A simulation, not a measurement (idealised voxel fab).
process module | voxel transistor to metal
We display cut, a cross-section 295 nm in width whose square cells are each 5 nm.
A cross-section is written here as square cells arranged in a grid, and it is given in bands from the top down, each band taking up one or more rows of cells. The entry gives the band's vertical extent as a top height and a bottom height in nm, then its horizontal make-up as materials from left to right, each with a width in nm. "empty" stands for empty space; a single material marked "everywhere" fills the band edge to edge. Height datum 0, below which the as-received substrate wafer is one material. Lowest band open at the bottom, running downward: "0 -> down". So if you see something like "30 to 40" for the width, read it as the top row of the band sitting at the first number and the bottom row at the second, with every row in between moving by the same amount as the last. Take "remains unaltered" at face value: in the step it is given for, the cross-section changed in none of its cells. "Closed void table": empty spaces of 8 cells or more with no open way to the top, each given as width x height at distance, distance from the left edge, all in nm. Whatever follows a step's settings on its line is a remark the simulator itself makes about that step. "overlay nm" denotes, for a step that has a mask, the displacement of the mask to the right of its planned place, with negative values corresponding to the left. Read each pair as before and after one process step. The after cross-section shows only down to the lowest band that changed. The step between them and its settings are given below the pair. Pairs can come from different runs of this module on the same starting wafer. A pair continues from the pair above only where its "Ahead of processing" entry says so.
Ahead of processing
- 65 -> 60  30 TiN  25 empty  40 TiN  25 empty  50 TiN  25 empty  40 TiN  25 empty  35 TiN
- 60 -> 50  25 SiO2  5 TiN  25 empty  5 TiN  30 SiO2  5 TiN  25 empty  5 TiN  40 SiO2  5 TiN  25 empty  5 TiN  30 SiO2  5 TiN  25 empty  5 TiN  30 SiO2
- 50 -> 45  25 SiO2  5 TiN  20 empty  10 TiN  30 SiO2  10 TiN  20 empty  5 TiN  40 SiO2  5 TiN  20 empty  10 TiN  30 SiO2  10 TiN  20 empty  5 TiN  30 SiO2
- 45 -> 30  25 SiO2  5 TiN  20 empty  5 TiN  5 SiN  5 SiO2  20 SiCN  5 SiO2  5 SiN  5 TiN  20 empty  5 TiN  40 SiO2  5 TiN  20 empty  5 TiN  5 SiN  5 SiO2  20 SiCN  5 SiO2  5 SiN  5 TiN  20 empty  5 TiN  30 SiO2
- 30 -> 5  25 SiO2  5 TiN  20 empty  5 TiN  5 SiN  5 SiO2  20 polySi  5 SiO2  5 SiN  5 TiN  20 empty  5 TiN  40 SiO2  5 TiN  20 empty  5 TiN  5 SiN  5 SiO2  20 polySi  5 SiO2  5 SiN  5 TiN  20 empty  5 TiN  30 SiO2
- 5 -> 0  20 SiO2  5 SiN  30 TiN  5 SiN  5 SiO2  20 polySi  5 SiO2  5 SiN  30 TiN  5 SiO2  5 SiN  25 SiO2  5 SiN  30 TiN  5 SiN  5 SiO2  20 polySi  5 SiO2  5 SiN  30 TiN  5 SiO2  5 SiN  20 SiO2
- 0 -> -5  25 SiO2  30 nSi  40 SiO2  35 nSi  35 SiO2  30 nSi  40 SiO2  35 nSi  25 SiO2
- -5 -> -40  25 SiO2  105 Si  35 SiO2  105 Si  25 SiO2
- -40 -> down  Si everywhere
- Closed void table: none
Sectional Result
- 70 -> 65  Ru everywhere
- 65 -> 60  30 TiN  25 Ru  40 TiN  25 Ru  50 TiN  25 Ru  40 TiN  25 Ru  35 TiN
- 60 -> 50  25 SiO2  5 TiN  25 Ru  5 TiN  30 SiO2  5 TiN  25 Ru  5 TiN  40 SiO2  5 TiN  25 Ru  5 TiN  30 SiO2  5 TiN  25 Ru  5 TiN  30 SiO2
- 50 -> 45  25 SiO2  5 TiN  20 Ru  10 TiN  30 SiO2  10 TiN  20 Ru  5 TiN  40 SiO2  5 TiN  20 Ru  10 TiN  30 SiO2  10 TiN  20 Ru  5 TiN  30 SiO2
- 45 -> 30  25 SiO2  5 TiN  20 Ru  5 TiN  5 SiN  5 SiO2  20 SiCN  5 SiO2  5 SiN  5 TiN  20 Ru  5 TiN  40 SiO2  5 TiN  20 Ru  5 TiN  5 SiN  5 SiO2  20 SiCN  5 SiO2  5 SiN  5 TiN  20 Ru  5 TiN  30 SiO2
- 30 -> 5  25 SiO2  5 TiN  20 Ru  5 TiN  5 SiN  5 SiO2  20 polySi  5 SiO2  5 SiN  5 TiN  20 Ru  5 TiN  40 SiO2  5 TiN  20 Ru  5 TiN  5 SiN  5 SiO2  20 polySi  5 SiO2  5 SiN  5 TiN  20 Ru  5 TiN  30 SiO2
- Under the height 5 nothing was changed.
- Closed void table: none
The step carried out between the cross-section before it and the cross-section after it, both shown above, is op FILL_DEP | material Ru | thk nm 5
Ahead of processing: check the pair just above; its after cross-section is our before state.
Sectional Result
- 60 -> 50  25 SiO2  5 TiN  25 Ru  5 TiN  30 SiO2  5 TiN  25 Ru  5 TiN  40 SiO2  5 TiN  25 Ru  5 TiN  30 SiO2  5 TiN  25 Ru  5 TiN  30 SiO2
- Under the height 50 nothing was changed.
- Closed void table: none
The step carried out between the cross-section before it and the cross-section after it, both shown above, is op CMP | height nm 60
Ahead of processing: check the pair just above; its after cross-section is our before state.
Sectional Result
- 65 -> 60  TiN everywhere
- Under the height 60 nothing was changed.
- Closed void table: none
The step carried out between the cross-section before it and the cross-section after it, both shown above, is op DIRECTIONAL_DEP | material TiN | thk nm 5
Ahead of processing: check the pair just above; its after cross-section is our before state.
Sectional Result
- 80 -> 65  Ru everywhere
- Under the height 65 nothing was changed.
- Closed void table: none
The step carried out between the cross-section before it and the cross-section after it, both shown above, is op DIRECTIONAL_DEP | material Ru | thk nm 15
Ahead of processing: check the pair just above; its after cross-section is our before state.
Sectional Result
- 80 -> 65  25 empty  20 Ru  60 empty  20 Ru  40 empty  20 Ru  60 empty  20 Ru  30 empty
- Under the height 65 nothing was changed.
- Closed void table: none
The step carried out between the cross-section before it and the cross-section after it, both shown above, is op MASKED_ETCH | tone cover | mask id METAL_1 | width nm 20 | etch materials Ru | depth nm 15 | overlay nm 0
Ahead of processing: check the pair just above; its after cross-section is our before state.
Sectional Result
- 80 -> 65  25 empty  20 Ru  60 empty  20 Ru  40 empty  20 Ru  60 empty  20 Ru  30 empty
- 65 -> 60  25 empty  20 TiN  60 empty  20 TiN  40 empty  20 TiN  60 empty  20 TiN  30 empty
- Under the height 60 nothing was changed.
- Closed void table: none
The step carried out between the cross-section before it and the cross-section after it, both shown above, is op MASKED_ETCH | tone cover | mask id METAL_1 | width nm 20 | etch materials TiN | depth nm 5 | overlay nm 0
Ahead of processing: check the pair just above; its after cross-section is our before state.
Sectional Result
- 85 -> 80  SiO2 everywhere
- 80 -> 65  25 SiO2  20 Ru  60 SiO2  20 Ru  40 SiO2  20 Ru  60 SiO2  20 Ru  30 SiO2
- 65 -> 60  25 SiO2  20 TiN  60 SiO2  20 TiN  40 SiO2  20 TiN  60 SiO2  20 TiN  30 SiO2
- Under the height 60 nothing was changed.
- Closed void table: none
The step carried out between the cross-section before it and the cross-section after it, both shown above, is op FILL_DEP | material SiO2 | thk nm 5
Ahead of processing: check the pair just above; its after cross-section is our before state.
Sectional Result
- 80 -> 65  25 SiO2  20 Ru  60 SiO2  20 Ru  40 SiO2  20 Ru  60 SiO2  20 Ru  30 SiO2
- Under the height 65 nothing was changed.
- Closed void table: none
The step carried out between the cross-section before it and the cross-section after it, both shown above, is op CMP | height nm 80
Ahead of processing: check the pair just above; its after cross-section is our before state.
Sectional Result
- 85 -> 80  SiCN everywhere
- Under the height 80 nothing was changed.
- Closed void table: none
The step carried out between the cross-section before it and the cross-section after it, both shown above, is op CONFORMAL_DEP | material SiCN | thk nm 5
Ahead of processing: check the pair just above; its after cross-section is our before state.
Sectional Result
- 115 -> 85  lowk everywhere
- Under the height 85 nothing was changed.
- Closed void table: none
The step carried out between the cross-section before it and the cross-section after it, both shown above, is op DIRECTIONAL_DEP | material lowk | thk nm 30
Ahead of processing: check the pair just above; its after cross-section is our before state.
Sectional Result
- 125 -> 115  aC everywhere
- Under the height 115 nothing was changed.
- Closed void table: none
The step carried out between the cross-section before it and the cross-section after it, both shown above, is op DIRECTIONAL_DEP | material aC | thk nm 10
Ahead of processing: check the pair just above; its after cross-section is our before state.
Sectional Result
- 155 -> 125  25 resist  20 empty  120 resist  20 empty  110 resist
- Under the height 125 nothing was changed.
- Closed void table: none
The step carried out between the cross-section before it and the cross-section after it, both shown above, is op PATTERN | tone open | mask id METAL_2 | material resist | width nm 20 | pitch nm 140 | thk nm 30 | overlay nm 0
Ahead of processing: check the pair just above; its after cross-section is our before state.
Sectional Result
- 145 -> 125  25 resist  20 empty  120 resist  20 empty  110 resist
- 125 -> 115  25 aC  20 empty  120 aC  20 empty  110 aC
- Under the height 115 nothing was changed.
- Closed void table: none
The step carried out between the cross-section before it and the cross-section after it, both shown above, is op DIRECTIONAL_ETCH | etch materials aC | depth nm 10
Ahead of processing: check the pair just above; its after cross-section is our before state.
Sectional Result
- 125 -> 115  25 aC  20 empty  120 aC  20 empty  110 aC
- Under the height 115 nothing was changed.
- Closed void table: none
The step carried out between the cross-section before it and the cross-section after it, both shown above, is op STRIP | etch materials resist
Ahead of processing: check the pair just above; its after cross-section is our before state.
Sectional Result
- 125 -> 115  25 aC  20 empty  120 aC  20 empty  110 aC
- 115 -> 100  25 lowk  20 empty  120 lowk  20 empty  110 lowk
- Under the height 100 nothing was changed.
- Closed void table: none
The step carried out between the cross-section before it and the cross-section after it, both shown above, is op DIRECTIONAL_ETCH | etch materials lowk | depth nm 15
Ahead of processing: check the pair just above; its after cross-section is our before state.
Sectional Result
- 115 -> 100  25 lowk  20 empty  120 lowk  20 empty  110 lowk
- Under the height 100 nothing was changed.
- Closed void table: none
The step carried out between the cross-section before it and the cross-section after it, both shown above, is op STRIP | etch materials aC
Ahead of processing: check the pair just above; its after cross-section is our before state.
Sectional Result
- 130 -> 115  25 resist  15 empty  125 resist  15 empty  115 resist
- 115 -> 100  25 lowk  15 empty  5 resist  120 lowk  15 empty  5 resist  110 lowk
- Under the height 100 nothing was changed.
- Closed void table: none
The step carried out between the cross-section before it and the cross-section after it, both shown above, is op PATTERN | tone open | mask id METAL_2_HOLES | material resist | width nm 15 | pitch nm 140 | thk nm 15 | overlay nm 0
Ahead of processing: check the pair just above; its after cross-section is our before state.
Sectional Result
- 130 -> 115  25 resist  15 empty  125 resist  15 empty  115 resist
- 115 -> 100  25 lowk  15 empty  5 resist  120 lowk  15 empty  5 resist  110 lowk
- 100 -> 85  25 lowk  15 empty  125 lowk  15 empty  115 lowk
- Under the height 85 nothing was changed.
- Closed void table: none
The step carried out between the cross-section before it and the cross-section after it, both shown above, is op DIRECTIONAL_ETCH | etch materials lowk | depth nm 15
Ahead of processing: check the pair just above; its after cross-section is our before state.
Sectional Result
- 130 -> 115  25 resist  15 empty  125 resist  15 empty  115 resist
- 115 -> 100  25 lowk  15 empty  5 resist  120 lowk  15 empty  5 resist  110 lowk
- 100 -> 85  25 lowk  15 empty  125 lowk  15 empty  115 lowk
- 85 -> 80  25 SiCN  15 empty  125 SiCN  15 empty  115 SiCN
- Under the height 80 nothing was changed.
- Closed void table: none
The step carried out between the cross-section before it and the cross-section after it, both shown above, is op DIRECTIONAL_ETCH | etch materials SiCN | depth nm 5
Ahead of processing: check the pair just above; its after cross-section is our before state.
Sectional Result
- 115 -> 100  25 lowk  20 empty  120 lowk  20 empty  110 lowk
- Under the height 100 nothing was changed.
- Closed void table: none
The step carried out between the cross-section before it and the cross-section after it, both shown above, is op STRIP | etch materials resist
Ahead of processing: check the pair just above; its after cross-section is our before state.
Sectional Result
- 120 -> 115  30 TiN  10 empty  130 TiN  10 empty  115 TiN
- 115 -> 105  25 lowk  5 TiN  10 empty  5 TiN  120 lowk  5 TiN  10 empty  5 TiN  110 lowk
- 105 -> 100  25 lowk  5 TiN  5 empty  10 TiN  120 lowk  5 TiN  5 empty  10 TiN  110 lowk
- 100 -> 85  25 lowk  5 TiN  5 empty  5 TiN  125 lowk  5 TiN  5 empty  5 TiN  115 lowk
- 85 -> 80  25 SiCN  15 TiN  125 SiCN  15 TiN  115 SiCN
- Under the height 80 nothing was changed.
- Closed void table: none
The step carried out between the cross-section before it and the cross-section after it, both shown above, is op CONFORMAL_DEP | material TiN | thk nm 5
Ahead of processing: check the pair just above; its after cross-section is our before state.
Sectional Result
- 130 -> 120  Ru everywhere
- 120 -> 115  30 TiN  10 Ru  130 TiN  10 Ru  115 TiN
- 115 -> 105  25 lowk  5 TiN  10 Ru  5 TiN  120 lowk  5 TiN  10 Ru  5 TiN  110 lowk
- 105 -> 100  25 lowk  5 TiN  5 Ru  10 TiN  120 lowk  5 TiN  5 Ru  10 TiN  110 lowk
- 100 -> 85  25 lowk  5 TiN  5 Ru  5 TiN  125 lowk  5 TiN  5 Ru  5 TiN  115 lowk
- Under the height 85 nothing was changed.
- Closed void table: none
The step carried out between the cross-section before it and the cross-section after it, both shown above, is op FILL_DEP | material Ru | thk nm 10
Ahead of processing: check the pair just above; its after cross-section is our before state.
Sectional Result
- 115 -> 105  25 lowk  5 TiN  10 Ru  5 TiN  120 lowk  5 TiN  10 Ru  5 TiN  110 lowk
- Under the height 105 nothing was changed.
- Closed void table: none
The step carried out between the cross-section before it and the cross-section after it, both shown above, is op CMP | height nm 115
Ahead of processing: check the pair just above; its after cross-section is our before state.
Sectional Result
- 120 -> 115  SiN everywhere
- Under the height 115 nothing was changed.
- Closed void table: none
The step carried out between the cross-section before it and the cross-section after it, both shown above, is op CONFORMAL_DEP | material SiN | thk nm 5
Ahead of processing
- 45 -> 35  65 empty  20 SiCN  120 empty  20 SiCN  70 empty
- 35 -> 30  15 polySi  50 empty  20 SiCN  50 empty  20 polySi  50 empty  20 SiCN  50 empty  20 polySi
- 30 -> 5  polySi everywhere
- 5 -> 0  15 SiO2  120 polySi  20 SiO2  120 polySi  20 SiO2
- 0 -> -5  SiO2 everywhere
- -5 -> -40  25 SiO2  100 Si  40 SiO2  100 Si  30 SiO2
- -40 -> down  Si everywhere
- Closed void table: none
Sectional Result
- 45 -> 30  65 empty  20 SiCN  120 empty  20 SiCN  70 empty
- 30 -> 5  60 empty  25 polySi  115 empty  25 polySi  70 empty
- 5 -> 0  15 SiO2  45 empty  25 polySi  50 empty  20 SiO2  45 empty  25 polySi  50 empty  20 SiO2
- Under the height 0 nothing was changed.
- Closed void table: none
The step carried out between the cross-section before it and the cross-section after it, both shown above, is op MASKED_ETCH | tone cover | mask id GATE | width nm 20 | pitch nm 140 | etch materials polySi | depth nm 40 | overlay nm -5
Ahead of processing: check the pair just above; its after cross-section is our before state.
Sectional Result
- 50 -> 45  60 empty  30 SiO2  110 empty  30 SiO2  65 empty
- 45 -> 35  60 empty  5 SiO2  20 SiCN  5 SiO2  110 empty  5 SiO2  20 SiCN  5 SiO2  65 empty
- 35 -> 30  55 empty  10 SiO2  20 SiCN  5 SiO2  105 empty  10 SiO2  20 SiCN  5 SiO2  65 empty
- 30 -> 10  55 empty  5 SiO2  25 polySi  5 SiO2  105 empty  5 SiO2  25 polySi  5 SiO2  65 empty
- 10 -> 5  20 SiO2  35 empty  5 SiO2  25 polySi  5 SiO2  40 empty  30 SiO2  35 empty  5 SiO2  25 polySi  5 SiO2  40 empty  25 SiO2
- 5 -> 0  60 SiO2  25 polySi  115 SiO2  25 polySi  70 SiO2
- Under the height 0 nothing was changed.
- Closed void table: none
The step carried out between the cross-section before it and the cross-section after it, both shown above, is op CONFORMAL_DEP | material SiO2 | thk nm 5
Ahead of processing: check the pair just above; its after cross-section is our before state.
Sectional Result
- 45 -> 30  60 empty  5 SiO2  20 SiCN  5 SiO2  110 empty  5 SiO2  20 SiCN  5 SiO2  65 empty
- 30 -> 5  55 empty  5 SiO2  25 polySi  5 SiO2  105 empty  5 SiO2  25 polySi  5 SiO2  65 empty
- 5 -> 0  20 SiO2  35 empty  5 SiO2  25 polySi  5 SiO2  40 empty  30 SiO2  35 empty  5 SiO2  25 polySi  5 SiO2  40 empty  25 SiO2
- Under the height 0 nothing was changed.
- Closed void table: none
The step carried out between the cross-section before it and the cross-section after it, both shown above, is op DIRECTIONAL_ETCH | etch materials SiO2 | depth nm 5
Ahead of processing: check the pair just above; its after cross-section is our before state.
Sectional Result
- 50 -> 45  55 empty  40 SiN  100 empty  40 SiN  60 empty
- 45 -> 35  55 empty  5 SiN  5 SiO2  20 SiCN  5 SiO2  5 SiN  100 empty  5 SiN  5 SiO2  20 SiCN  5 SiO2  5 SiN  60 empty
- 35 -> 30  50 empty  10 SiN  5 SiO2  20 SiCN  5 SiO2  5 SiN  95 empty  10 SiN  5 SiO2  20 SiCN  5 SiO2  5 SiN  60 empty
- 30 -> 10  50 empty  5 SiN  5 SiO2  25 polySi  5 SiO2  5 SiN  95 empty  5 SiN  5 SiO2  25 polySi  5 SiO2  5 SiN  60 empty
- 10 -> 5  25 SiN  25 empty  5 SiN  5 SiO2  25 polySi  5 SiO2  5 SiN  30 empty  40 SiN  25 empty  5 SiN  5 SiO2  25 polySi  5 SiO2  5 SiN  30 empty  30 SiN
- 5 -> 0  20 SiO2  35 SiN  5 SiO2  25 polySi  5 SiO2  40 SiN  30 SiO2  35 SiN  5 SiO2  25 polySi  5 SiO2  40 SiN  25 SiO2
- Under the height 0 nothing was changed.
- Closed void table: none
The step carried out between the cross-section before it and the cross-section after it, both shown above, is op CONFORMAL_DEP | material SiN | thk nm 5
Ahead of processing: check the pair just above; its after cross-section is our before state.
Sectional Result
- 45 -> 30  55 empty  5 SiN  5 SiO2  20 SiCN  5 SiO2  5 SiN  100 empty  5 SiN  5 SiO2  20 SiCN  5 SiO2  5 SiN  60 empty
- 30 -> 5  50 empty  5 SiN  5 SiO2  25 polySi  5 SiO2  5 SiN  95 empty  5 SiN  5 SiO2  25 polySi  5 SiO2  5 SiN  60 empty
- 5 -> 0  20 SiO2  5 SiN  25 empty  5 SiN  5 SiO2  25 polySi  5 SiO2  5 SiN  30 empty  5 SiN  30 SiO2  5 SiN  25 empty  5 SiN  5 SiO2  25 polySi  5 SiO2  5 SiN  30 empty  5 SiN  25 SiO2
- Under the height 0 nothing was changed.
- Closed void table: none
The step carried out between the cross-section before it and the cross-section after it, both shown above, is op DIRECTIONAL_ETCH | etch materials SiN | depth nm 5
Ahead of processing: check the pair just above; its after cross-section is our before state.
Sectional Result
- 45 -> 40  55 empty  5 SiN  5 empty  20 SiCN  5 empty  5 SiN  100 empty  5 SiN  5 empty  20 SiCN  5 empty  5 SiN  60 empty
- 40 -> 30  55 empty  5 SiN  5 SiO2  20 SiCN  5 SiO2  5 SiN  100 empty  5 SiN  5 SiO2  20 SiCN  5 SiO2  5 SiN  60 empty
- 30 -> 5  50 empty  5 SiN  5 SiO2  25 polySi  5 SiO2  5 SiN  95 empty  5 SiN  5 SiO2  25 polySi  5 SiO2  5 SiN  60 empty
- 5 -> 0  20 empty  5 SiN  25 empty  5 SiN  5 SiO2  25 polySi  5 SiO2  5 SiN  30 empty  5 SiN  30 empty  5 SiN  25 empty  5 SiN  5 SiO2  25 polySi  5 SiO2  5 SiN  30 empty  5 SiN  25 empty
- 0 -> -5  25 SiO2  25 empty  45 SiO2  30 empty  40 SiO2  25 empty  45 SiO2  30 empty  30 SiO2
- Under the height -5 nothing was changed.
- Closed void table: none
The step carried out between the cross-section before it and the cross-section after it, both shown above, is op DIRECTIONAL_ETCH | etch materials SiO2 | depth nm 5
Ahead of processing: check the pair just above; its after cross-section is our before state.
Sectional Result
- 45 -> 40  55 empty  5 SiN  5 empty  20 SiCN  5 empty  5 SiN  100 empty  5 SiN  5 empty  20 SiCN  5 empty  5 SiN  60 empty
- 40 -> 30  55 empty  5 SiN  5 SiO2  20 SiCN  5 SiO2  5 SiN  100 empty  5 SiN  5 SiO2  20 SiCN  5 SiO2  5 SiN  60 empty
- 30 -> 5  50 empty  5 SiN  5 SiO2  25 polySi  5 SiO2  5 SiN  95 empty  5 SiN  5 SiO2  25 polySi  5 SiO2  5 SiN  60 empty
- 5 -> 0  20 empty  5 SiN  25 empty  5 SiN  5 SiO2  25 polySi  5 SiO2  5 SiN  30 empty  5 SiN  30 empty  5 SiN  25 empty  5 SiN  5 SiO2  25 polySi  5 SiO2  5 SiN  30 empty  5 SiN  25 empty
- 0 -> -5  25 SiO2  25 nSi  45 SiO2  30 nSi  40 SiO2  25 nSi  45 SiO2  30 nSi  30 SiO2
- Under the height -5 nothing was changed.
- Closed void table: none
The step carried out between the cross-section before it and the cross-section after it, both shown above, is op EPI | material nSi | thk nm 5
Ahead of processing: check the pair just above; its after cross-section is our before state.
Sectional Result
- 50 -> 45  SiO2 everywhere
- 45 -> 30  55 SiO2  5 SiN  5 SiO2  20 SiCN  5 SiO2  5 SiN  100 SiO2  5 SiN  5 SiO2  20 SiCN  5 SiO2  5 SiN  60 SiO2
- 30 -> 5  50 SiO2  5 SiN  5 SiO2  25 polySi  5 SiO2  5 SiN  95 SiO2  5 SiN  5 SiO2  25 polySi  5 SiO2  5 SiN  60 SiO2
- 5 -> 0  20 SiO2  5 SiN  25 SiO2  5 SiN  5 SiO2  25 polySi  5 SiO2  5 SiN  30 SiO2  5 SiN  30 SiO2  5 SiN  25 SiO2  5 SiN  5 SiO2  25 polySi  5 SiO2  5 SiN  30 SiO2  5 SiN  25 SiO2
- Under the height 0 nothing was changed.
- Closed void table: none
The step carried out between the cross-section before it and the cross-section after it, both shown above, is op FILL_DEP | material SiO2 | thk nm 5
Ahead of processing: check the pair just above; its after cross-section is our before state.
Sectional Result
- 45 -> 30  55 SiO2  5 SiN  5 SiO2  20 SiCN  5 SiO2  5 SiN  100 SiO2  5 SiN  5 SiO2  20 SiCN  5 SiO2  5 SiN  60 SiO2
- Under the height 30 nothing was changed.
- Closed void table: none
The step carried out between the cross-section before it and the cross-section after it, both shown above, is op CMP | height nm 45
Ahead of processing: check the pair just above; its after cross-section is our before state.
Sectional Result
- 60 -> 45  SiO2 everywhere
- Under the height 45 nothing was changed.
- Closed void table: none
The step carried out between the cross-section before it and the cross-section after it, both shown above, is op DIRECTIONAL_DEP | material SiO2 | thk nm 15
Ahead of processing: check the pair just above; its after cross-section is our before state.
Sectional Result
- 75 -> 60  25 resist  35 empty  30 resist  35 empty  40 resist  35 empty  30 resist  35 empty  30 resist
- Under the height 60 nothing was changed.
- Closed void table: none
The step carried out between the cross-section before it and the cross-section after it, both shown above, is op PATTERN | tone open | mask id CONTACT | material resist | width nm 35 | thk nm 15 | overlay nm 0
Ahead of processing: check the pair just above; its after cross-section is our before state.
Sectional Result
- 75 -> 60  25 resist  35 empty  30 resist  35 empty  40 resist  35 empty  30 resist  35 empty  30 resist
- 60 -> 45  25 SiO2  35 empty  30 SiO2  35 empty  40 SiO2  35 empty  30 SiO2  35 empty  30 SiO2
- 45 -> 30  25 SiO2  30 empty  5 SiN  5 SiO2  20 SiCN  5 SiO2  5 SiN  30 empty  40 SiO2  30 empty  5 SiN  5 SiO2  20 SiCN  5 SiO2  5 SiN  30 empty  30 SiO2
- 30 -> 5  25 SiO2  25 empty  5 SiN  5 SiO2  25 polySi  5 SiO2  5 SiN  30 empty  40 SiO2  25 empty  5 SiN  5 SiO2  25 polySi  5 SiO2  5 SiN  30 empty  30 SiO2
- 5 -> 0  20 SiO2  5 SiN  25 empty  5 SiN  5 SiO2  25 polySi  5 SiO2  5 SiN  30 empty  5 SiN  30 SiO2  5 SiN  25 empty  5 SiN  5 SiO2  25 polySi  5 SiO2  5 SiN  30 empty  5 SiN  25 SiO2
- Under the height 0 nothing was changed.
- Closed void table: none
The step carried out between the cross-section before it and the cross-section after it, both shown above, is op DIRECTIONAL_ETCH | etch materials SiO2 | depth nm 60
Ahead of processing: check the pair just above; its after cross-section is our before state.
Sectional Result
- 60 -> 45  25 SiO2  35 empty  30 SiO2  35 empty  40 SiO2  35 empty  30 SiO2  35 empty  30 SiO2
- Under the height 45 nothing was changed.
- Closed void table: none
The step carried out between the cross-section before it and the cross-section after it, both shown above, is op STRIP | etch materials resist
Ahead of processing: check the pair just above; its after cross-section is our before state.
Sectional Result
- 65 -> 60  30 TiN  25 empty  40 TiN  25 empty  50 TiN  25 empty  40 TiN  25 empty  35 TiN
- 60 -> 50  25 SiO2  5 TiN  25 empty  5 TiN  30 SiO2  5 TiN  25 empty  5 TiN  40 SiO2  5 TiN  25 empty  5 TiN  30 SiO2  5 TiN  25 empty  5 TiN  30 SiO2
- 50 -> 45  25 SiO2  5 TiN  20 empty  10 TiN  30 SiO2  10 TiN  20 empty  5 TiN  40 SiO2  5 TiN  20 empty  10 TiN  30 SiO2  10 TiN  20 empty  5 TiN  30 SiO2
- 45 -> 35  25 SiO2  5 TiN  20 empty  5 TiN  5 SiN  5 SiO2  20 SiCN  5 SiO2  5 SiN  5 TiN  20 empty  5 TiN  40 SiO2  5 TiN  20 empty  5 TiN  5 SiN  5 SiO2  20 SiCN  5 SiO2  5 SiN  5 TiN  20 empty  5 TiN  30 SiO2
- 35 -> 30  25 SiO2  5 TiN  15 empty  10 TiN  5 SiN  5 SiO2  20 SiCN  5 SiO2  5 SiN  5 TiN  20 empty  5 TiN  40 SiO2  5 TiN  15 empty  10 TiN  5 SiN  5 SiO2  20 SiCN  5 SiO2  5 SiN  5 TiN  20 empty  5 TiN  30 SiO2
- 30 -> 5  25 SiO2  5 TiN  15 empty  5 TiN  5 SiN  5 SiO2  25 polySi  5 SiO2  5 SiN  5 TiN  20 empty  5 TiN  40 SiO2  5 TiN  15 empty  5 TiN  5 SiN  5 SiO2  25 polySi  5 SiO2  5 SiN  5 TiN  20 empty  5 TiN  30 SiO2
- 5 -> 0  20 SiO2  5 SiN  25 TiN  5 SiN  5 SiO2  25 polySi  5 SiO2  5 SiN  30 TiN  5 SiN  30 SiO2  5 SiN  25 TiN  5 SiN  5 SiO2  25 polySi  5 SiO2  5 SiN  30 TiN  5 SiN  25 SiO2
- Under the height 0 nothing was changed.
- Closed void table: none
The step carried out between the cross-section before it and the cross-section after it, both shown above, is op CONFORMAL_DEP | material TiN | thk nm 5
Ahead of processing: check the pair just above; its after cross-section is our before state.
Sectional Result
- 70 -> 65  Ru everywhere
- 65 -> 60  30 TiN  25 Ru  40 TiN  25 Ru  50 TiN  25 Ru  40 TiN  25 Ru  35 TiN
- 60 -> 50  25 SiO2  5 TiN  25 Ru  5 TiN  30 SiO2  5 TiN  25 Ru  5 TiN  40 SiO2  5 TiN  25 Ru  5 TiN  30 SiO2  5 TiN  25 Ru  5 TiN  30 SiO2
- 50 -> 45  25 SiO2  5 TiN  20 Ru  10 TiN  30 SiO2  10 TiN  20 Ru  5 TiN  40 SiO2  5 TiN  20 Ru  10 TiN  30 SiO2  10 TiN  20 Ru  5 TiN  30 SiO2
- 45 -> 35  25 SiO2  5 TiN  20 Ru  5 TiN  5 SiN  5 SiO2  20 SiCN  5 SiO2  5 SiN  5 TiN  20 Ru  5 TiN  40 SiO2  5 TiN  20 Ru  5 TiN  5 SiN  5 SiO2  20 SiCN  5 SiO2  5 SiN  5 TiN  20 Ru  5 TiN  30 SiO2
- 35 -> 30  25 SiO2  5 TiN  15 Ru  10 TiN  5 SiN  5 SiO2  20 SiCN  5 SiO2  5 SiN  5 TiN  20 Ru  5 TiN  40 SiO2  5 TiN  15 Ru  10 TiN  5 SiN  5 SiO2  20 SiCN  5 SiO2  5 SiN  5 TiN  20 Ru  5 TiN  30 SiO2
- 30 -> 5  25 SiO2  5 TiN  15 Ru  5 TiN  5 SiN  5 SiO2  25 polySi  5 SiO2  5 SiN  5 TiN  20 Ru  5 TiN  40 SiO2  5 TiN  15 Ru  5 TiN  5 SiN  5 SiO2  25 polySi  5 SiO2  5 SiN  5 TiN  20 Ru  5 TiN  30 SiO2
- Under the height 5 nothing was changed.
- Closed void table: none
The step carried out between the cross-section before it and the cross-section after it, both shown above, is op FILL_DEP | material Ru | thk nm 5
Ahead of processing: check the pair just above; its after cross-section is our before state.
Sectional Result
- 60 -> 50  25 SiO2  5 TiN  25 Ru  5 TiN  30 SiO2  5 TiN  25 Ru  5 TiN  40 SiO2  5 TiN  25 Ru  5 TiN  30 SiO2  5 TiN  25 Ru  5 TiN  30 SiO2
- Under the height 50 nothing was changed.
- Closed void table: none
The step carried out between the cross-section before it and the cross-section after it, both shown above, is op CMP | height nm 60
Ahead of processing: check the pair just above; its after cross-section is our before state.
Sectional Result
- 65 -> 60  TiN everywhere
- Under the height 60 nothing was changed.
- Closed void table: none
The step carried out between the cross-section before it and the cross-section after it, both shown above, is op DIRECTIONAL_DEP | material TiN | thk nm 5
Ahead of processing: check the pair just above; its after cross-section is our before state.
Sectional Result
- 80 -> 65  Ru everywhere
- Under the height 65 nothing was changed.
- Closed void table: none
The step carried out between the cross-section before it and the cross-section after it, both shown above, is op DIRECTIONAL_DEP | material Ru | thk nm 15
Ahead of processing: check the pair just above; its after cross-section is our before state.
Sectional Result
- 80 -> 65  25 empty  20 Ru  60 empty  20 Ru  40 empty  20 Ru  60 empty  20 Ru  30 empty
- Under the height 65 nothing was changed.
- Closed void table: none
The step carried out between the cross-section before it and the cross-section after it, both shown above, is op MASKED_ETCH | tone cover | mask id METAL_1 | width nm 20 | etch materials Ru | depth nm 15 | overlay nm 0
Ahead of processing: check the pair just above; its after cross-section is our before state.
Sectional Result
- 80 -> 65  25 empty  20 Ru  60 empty  20 Ru  40 empty  20 Ru  60 empty  20 Ru  30 empty
- 65 -> 60  25 empty  20 TiN  60 empty  20 TiN  40 empty  20 TiN  60 empty  20 TiN  30 empty
- Under the height 60 nothing was changed.
- Closed void table: none
The step carried out between the cross-section before it and the cross-section after it, both shown above, is op MASKED_ETCH | tone cover | mask id METAL_1 | width nm 20 | etch materials TiN | depth nm 5 | overlay nm 0
Ahead of processing: check the pair just above; its after cross-section is our before state.
Sectional Result
- 85 -> 80  SiO2 everywhere
- 80 -> 65  25 SiO2  20 Ru  60 SiO2  20 Ru  40 SiO2  20 Ru  60 SiO2  20 Ru  30 SiO2
- 65 -> 60  25 SiO2  20 TiN  60 SiO2  20 TiN  40 SiO2  20 TiN  60 SiO2  20 TiN  30 SiO2
- Under the height 60 nothing was changed.
- Closed void table: none
The step carried out between the cross-section before it and the cross-section after it, both shown above, is op FILL_DEP | material SiO2 | thk nm 5
